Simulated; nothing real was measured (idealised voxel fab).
process module | voxel capacitor over wiring
cross-section cut | 295 nm wide | cells 5 nm
A cross-section is a grid of square cells, given in bands from the top down. A band is one or more rows of cells.
Each band's line starts with the height of the band's top and of its bottom, in nm. Then come its materials from left to right, each with its width in nm. One material with "throughout" fills the band from edge to edge. "air" is empty space.
Height 0 is the level under which the wafer as received is all one material. The lowest band goes on downwards, as in "0 down".
A width such as "30 to 40" changes by the same amount from each row of cells to the next, from the band's top row to its bottom row.
"no change" after a step means that no cell of the cross-section changed.
closed voids: empty space of 8 cells or more with no open way to the top, each as width x height at its distance from the left edge, in nm
after a step's settings: what the simulator itself notes on the step
overlay nm, on a step with a mask: how far to the right of its planned place the mask lay; to the left if negative
plan
1 op RECEIVE | material Si
2 op CONFORMAL_DEP | material SiO2 | thk nm 10
3 op CONFORMAL_DEP | material SiCN | thk nm 5
4 op DIRECTIONAL_DEP | material SiO2 | thk nm 25
5 op MASKED_ETCH | tone open | mask id METAL_1 | width nm 20 | pitch nm 85 | etch materials SiO2 | depth nm 25 | overlay nm 0
6 op MASKED_ETCH | tone open | mask id METAL_1 | width nm 20 | pitch nm 85 | etch materials SiCN | depth nm 5 | overlay nm 0
7 op CONFORMAL_DEP | material TiN | thk nm 5
8 op FILL_DEP | material W | thk nm 5
9 op CMP | height nm 40
10 op CONFORMAL_DEP | material SiCN | thk nm 5
11 op DIRECTIONAL_DEP | material lowk | thk nm 10
12 op DIRECTIONAL_DEP | material aC | thk nm 10
13 op PATTERN | tone open | mask id PLUG_1 | material resist | width nm 15 | thk nm 30 | overlay nm 0
14 op DIRECTIONAL_ETCH | etch materials aC | depth nm 10
15 op STRIP | etch materials resist
16 op DIRECTIONAL_ETCH | etch materials lowk | depth nm 10
17 op DIRECTIONAL_ETCH | etch materials SiCN | depth nm 5
18 op STRIP | etch materials aC
19 op EPI | material Ru | thk nm 10
20 op EPI | material Ru | thk nm 5
21 op DIRECTIONAL_DEP | material TiN | thk nm 10
22 op DIRECTIONAL_DEP | material HfO2 | thk nm 5
23 op DIRECTIONAL_DEP | material TiN | thk nm 5
24 op MASKED_ETCH | tone cover | mask id UPPER_PLATE | width nm 70 | etch materials TiN | depth nm 5 | overlay nm 0
25 op MASKED_ETCH | tone cover | mask id UPPER_PLATE | width nm 70 | etch materials HfO2 | depth nm 5 | overlay nm 0
26 op MASKED_ETCH | tone cover | mask id LOWER_PLATE | width nm 80 | etch materials TiN | depth nm 10 | overlay nm 0
27 op FILL_DEP | material SiO2 | thk nm 15
28 op CMP | height nm 85
29 op PATTERN | tone open | mask id PLUG_2 | material resist | width nm 15 | thk nm 20 | overlay nm 0
30 op DIRECTIONAL_ETCH | etch materials SiO2 | depth nm 10
31 op STRIP | etch materials resist
32 op CONFORMAL_DEP | material TiN | thk nm 5
33 op FILL_DEP | material Ru | thk nm 5
34 op CMP | height nm 85
35 op CONFORMAL_DEP | material SiCN | thk nm 5
as received, after step 1
  0 down: Si throughout
  closed voids: none
a wafer at the end: this start, this plan, one mistake
  90 to 85: SiCN throughout
  85 to 80: SiO2 110 | TiN 5 | Ru 5 | TiN 5 | SiO2 170
  80 to 75: SiO2 110 | TiN 15 | SiO2 170
  75 to 70: SiO2 throughout
  70 to 65: SiO2 100 | HfO2 70 | SiO2 125
  65 to 55: SiO2 95 | TiN 80 | SiO2 120
  55 to 45: lowk 100 | Ru 15 | lowk 180
  45 to 40: SiCN 100 | Ru 15 | SiCN 180
  40 to 15: SiO2 95 | TiN 5 | W 10 | TiN 5 | SiO2 65 | TiN 5 | W 10 | TiN 5 | SiO2 95
  15 to 10: SiCN 95 | TiN 20 | SiCN 65 | TiN 20 | SiCN 95
  10 to 0: SiO2 throughout
  0 down: Si throughout
  closed voids: none
what went wrong: step 23 was left out
